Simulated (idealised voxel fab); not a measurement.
The following process module bears the name voxel spacer lines.
Cross-section cut: width 270 nm, square cells of 5 nm.
When this document writes out a cross-section, it uses a grid of square cells and lists it as bands, beginning at the top and moving down, with a band standing for one or more rows of cells. First you get the band's top height and its bottom height, in nm, and then the materials it's made of, left to right, with each width in nm. If you see a single material with "everywhere", that one covers the band edge to edge. "air" is empty space. The reference from which all heights are counted is 0, the level beneath which the as-received wafer is entirely one material; the lowest band, having no lower bound, proceeds downward and is written after the example "0 down". Width spec "30 to 40" -> top row of cells at first value, bottom row at second value, equal per-row change in between. "no modifications", as given for a step, is the statement that not any cell of the cross-section underwent a change during that step. What "Enclosed voids" gives you is every empty space of 8 cells or more that is cut off from the top. Each appears as width x height at distance, with the distance taken from the left edge and width, height and distance all in nm. Where a step's line continues beyond its settings, the continuation is a remark by the simulator itself on that step. Steps that use a mask can have "overlay nm" on their line. It says how far the mask sat to the right of where it was meant to be. Negative means to the left.
## This section lists the process steps that were planned
step 1: RECEIVE: material Si
step 2: CONFORMAL_DEP: material SiO2, thk nm 10
step 3: DIRECTIONAL_DEP: material W, thk nm 15
step 4: DIRECTIONAL_DEP: material polySi, thk nm 30
step 5: PATTERN: tone cover, mask id MANDREL, material resist, width nm 25, pitch nm 80, thk nm 40, overlay nm 0
step 6: DIRECTIONAL_ETCH: etch materials polySi, depth nm 30
step 7: STRIP: etch materials resist
step 8: CONFORMAL_DEP: material SiN, thk nm 15
step 9: DIRECTIONAL_ETCH: etch materials SiN, depth nm 15
step 10: STRIP: etch materials polySi
step 11: DIRECTIONAL_ETCH: etch materials W, depth nm 15
step 12: STRIP: etch materials SiN
step 13: FILL_DEP: material SiO2, thk nm 10
step 14: CMP: height nm 25
## as received, after step 1
* 0 down | Si everywhere
* Enclosed voids: none
## Run as planned - first of the two wafers cross-sectioned at the end of the module
* 25 to 10 | SiO2: 65 | W: 15 | SiO2: 25 | W: 15 | SiO2: 25 | W: 15 | SiO2: 25 | W: 15 | SiO2: 70
* 10 to 0 | SiO2 everywhere
* 0 down | Si everywhere
* Enclosed voids: none
## This is the second of the two wafers, cross-sectioned at the end of the module; it started exactly like the first and was given the same plan, but it was run with one mistake
* 25 to 10 | SiO2: 75 | W: 15 | SiO2: 25 | W: 15 | SiO2: 25 | W: 15 | SiO2: 25 | W: 15 | SiO2: 60
* 10 to 0 | SiO2 everywhere
* 0 down | Si everywhere
* Enclosed voids: none
Deviation noted in wafer processing: not per plan at step 5, really ran PATTERN: tone cover, mask id MANDREL, material resist, width nm 25, pitch nm 80, thk nm 40, overlay nm 10
When the process is done, the second wafer contains the same cell count of every material as the first wafer, but distributed over other locations.
